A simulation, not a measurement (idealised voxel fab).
process module | voxel ribs on slabs
cross-section cut | 265 nm wide | cells 5 nm
A cross-section is a grid of square cells, given in bands from the top down. A band is one or more rows of cells.
Each band's line starts with the height of the band's top and of its bottom, in nm. Then come its materials from left to right, each with its width in nm. One material with "throughout" fills the band from edge to edge. "air" is empty space.
Height 0 is the level under which the wafer as received is all one material. The lowest band goes on downwards, as in "0 down".
A width such as "30 to 40" changes by the same amount from each row of cells to the next, from the band's top row to its bottom row.
"no change" after a step means that no cell of the cross-section changed.
closed voids: empty space of 8 cells or more with no open way to the top, each as width x height at its distance from the left edge, in nm
after a step's settings: what the simulator itself notes on the step
overlay nm, on a step with a mask: how far to the right of its planned place the mask lay; to the left if negative
plan
1 op RECEIVE | material Si
2 op DIRECTIONAL_DEP | material SiO2 | thk nm 20
3 op DIRECTIONAL_DEP | material polySi | thk nm 20
4 op DIRECTIONAL_DEP | material aC | thk nm 15
5 op PATTERN | tone cover | mask id RIB | material resist | width nm 20 | thk nm 30 | overlay nm 0
6 op DIRECTIONAL_ETCH | etch materials aC | depth nm 15
7 op STRIP | etch materials resist
8 op DIRECTIONAL_ETCH | etch materials polySi | depth nm 10
9 op STRIP | etch materials aC
10 op MASKED_ETCH | tone cover | mask id SLAB | width nm 50 | etch materials polySi | depth nm 10 | overlay nm 0
11 op FILL_DEP | material SiO2 | thk nm 15
12 op CMP | height nm 50
13 op DIRECTIONAL_DEP | material W | thk nm 10
14 op MASKED_ETCH | tone cover | mask id HEATER | width nm 30 | etch materials W | depth nm 10 | overlay nm 0
15 op CONFORMAL_DEP | material SiN | thk nm 5
first wafer, as planned
as received, after step 1
  0 down: Si throughout
  closed voids: none
after step 2
  20 to 0: SiO2 throughout
  below 0: unchanged
after step 3
  40 to 20: polySi throughout
  below 20: unchanged
after step 4
  55 to 40: aC throughout
  below 40: unchanged
after step 5
  85 to 55: air 120 | resist 20 | air 125
  below 55: unchanged
after step 6
  70 to 55: air 120 | resist 20 | air 125
  55 to 40: air 120 | aC 20 | air 125
  below 40: unchanged
after step 7
  55 to 40: air 120 | aC 20 | air 125
  below 40: unchanged
after step 8
  55 to 40: air 120 | aC 20 | air 125
  40 to 30: air 120 | polySi 20 | air 125
  below 30: unchanged
after step 9
  40 to 30: air 120 | polySi 20 | air 125
  below 30: unchanged
after step 10
  40 to 30: air 120 | polySi 20 | air 125
  30 to 20: air 105 | polySi 50 | air 110
  below 20: unchanged
after step 11
  55 to 40: SiO2 throughout
  40 to 30: SiO2 120 | polySi 20 | SiO2 125
  30 to 20: SiO2 105 | polySi 50 | SiO2 110
  below 20: unchanged
after step 12
  50 to 40: SiO2 throughout
  below 40: unchanged
after step 13
  60 to 50: W throughout
  below 50: unchanged
after step 14
  60 to 50: air 115 | W 30 | air 120
  below 50: unchanged
after step 15
  65 to 60: air 110 | SiN 40 | air 115
  60 to 55: air 110 | SiN 5 | W 30 | SiN 5 | air 115
  55 to 50: SiN 115 | W 30 | SiN 120
  below 50: unchanged
second wafer: like start, like plan, one mistake. Through step 1 it matches the first wafer
when step 2 should have ended
  20 to 0: W throughout
  below 0: unchanged
when step 3 should have ended
  40 to 20: polySi throughout
  below 20: unchanged
when step 4 should have ended
  55 to 40: aC throughout
  below 40: unchanged
when step 5 should have ended
  85 to 55: air 120 | resist 20 | air 125
  below 55: unchanged
when step 6 should have ended
  70 to 55: air 120 | resist 20 | air 125
  55 to 40: air 120 | aC 20 | air 125
  below 40: unchanged
when step 7 should have ended
  55 to 40: air 120 | aC 20 | air 125
  below 40: unchanged
when step 8 should have ended
  55 to 40: air 120 | aC 20 | air 125
  40 to 30: air 120 | polySi 20 | air 125
  below 30: unchanged
when step 9 should have ended
  40 to 30: air 120 | polySi 20 | air 125
  below 30: unchanged
when step 10 should have ended
  40 to 30: air 120 | polySi 20 | air 125
  30 to 20: air 105 | polySi 50 | air 110
  below 20: unchanged
when step 11 should have ended
  55 to 40: SiO2 throughout
  40 to 30: SiO2 120 | polySi 20 | SiO2 125
  30 to 20: SiO2 105 | polySi 50 | SiO2 110
  below 20: unchanged
when step 12 should have ended
  50 to 40: SiO2 throughout
  below 40: unchanged
when step 13 should have ended
  60 to 50: W throughout
  below 50: unchanged
when step 14 should have ended
  60 to 50: air 115 | W 30 | air 120
  below 50: unchanged
when step 15 should have ended
  65 to 60: air 110 | SiN 40 | air 115
  60 to 55: air 110 | SiN 5 | W 30 | SiN 5 | air 115
  55 to 50: SiN 115 | W 30 | SiN 120
  below 50: unchanged
what went wrong: step 2 ran as: op DIRECTIONAL_DEP | material W | thk nm 20
at the end the second wafer has, in cells: 212 fewer of SiO2 | 212 more of W
